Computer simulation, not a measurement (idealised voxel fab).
The following process module bears the name voxel released beams.
The cross-section on display is named cut; it measures 180 nm wide, and its cells are 5 nm squares.
Notation: cross-section as square-cell grid; stated in bands, top first, going down; one or more cell rows per band. The band entry comprises the height of the band's top followed by the height of its bottom, expressed in nm, and subsequently the band's materials from left to right, each stated together with its width in nm. Where a single material is marked with the word "everywhere", that material fills the band from edge to edge. The word "air" represents empty space. Height datum 0, below which the as-received substrate wafer is one material. Lowest band open at the bottom, running downward: "0 and below". The expression "30..40" gives the width at the extremes of the band, the first number at its top row of cells and the second at its bottom row, with the width changing by equal amounts from each row to the next in between. For the purposes of this document, the phrase "nothing changed" attached to a step denotes that no cell within the cross-section was modified by that step. Closed empty spaces (no open way to the top) of 8 cells or more are what "Unvented cavities" lists, each as width x height at distance from the left edge, nm for all three. That trailing text on a step's line, after the settings, is the simulator's own remark on the step. The line of a step may include "overlay nm". On a step with a mask, this value is how far to the right of its planned place the mask lay. A negative value means the mask lay to the left.

Listed below are the process steps as planned
1 op RECEIVE | material Si
2 op CONFORMAL_DEP | material SiN | thk nm 10
3 op DIRECTIONAL_DEP | material SiO2 | thk nm 20
4 op PATTERN | tone open | mask id ANCHOR | material resist | width nm 35 | thk nm 15 | overlay nm 0
5 op DIRECTIONAL_ETCH | etch materials SiO2 | depth nm 20
6 op STRIP | etch materials resist
7 op CONFORMAL_DEP | material TiN | thk nm 15
8 op DIRECTIONAL_DEP | material aC | thk nm 15
9 op PATTERN | tone cover | mask id BEAM | material resist | width nm 100 | thk nm 30 | overlay nm 0
10 op DIRECTIONAL_ETCH | etch materials aC | depth nm 15
11 op STRIP | etch materials resist
12 op DIRECTIONAL_ETCH | etch materials TiN | depth nm 15
13 op STRIP | etch materials aC
14 op STRIP | etch materials SiO2

The cross-section here shows the wafer as received, i.e. in its state after step 1
    0 and below: Si everywhere
    Unvented cavities: none

Post-module cross-section: identical start and plan to those above, one misstep in execution
    50 down to 35: air=35 | TiN=100 | air=45
    35 down to 30: TiN everywhere
    30 down to 10: SiO2=40 | TiN=35 | SiO2=105
    10 down to 0: SiN everywhere
    0 and below: Si everywhere
    Unvented cavities: none
Misprocessing identified: step 7 was not run as planned; what actually ran was op CONFORMAL_DEP | material TiN | thk nm 20
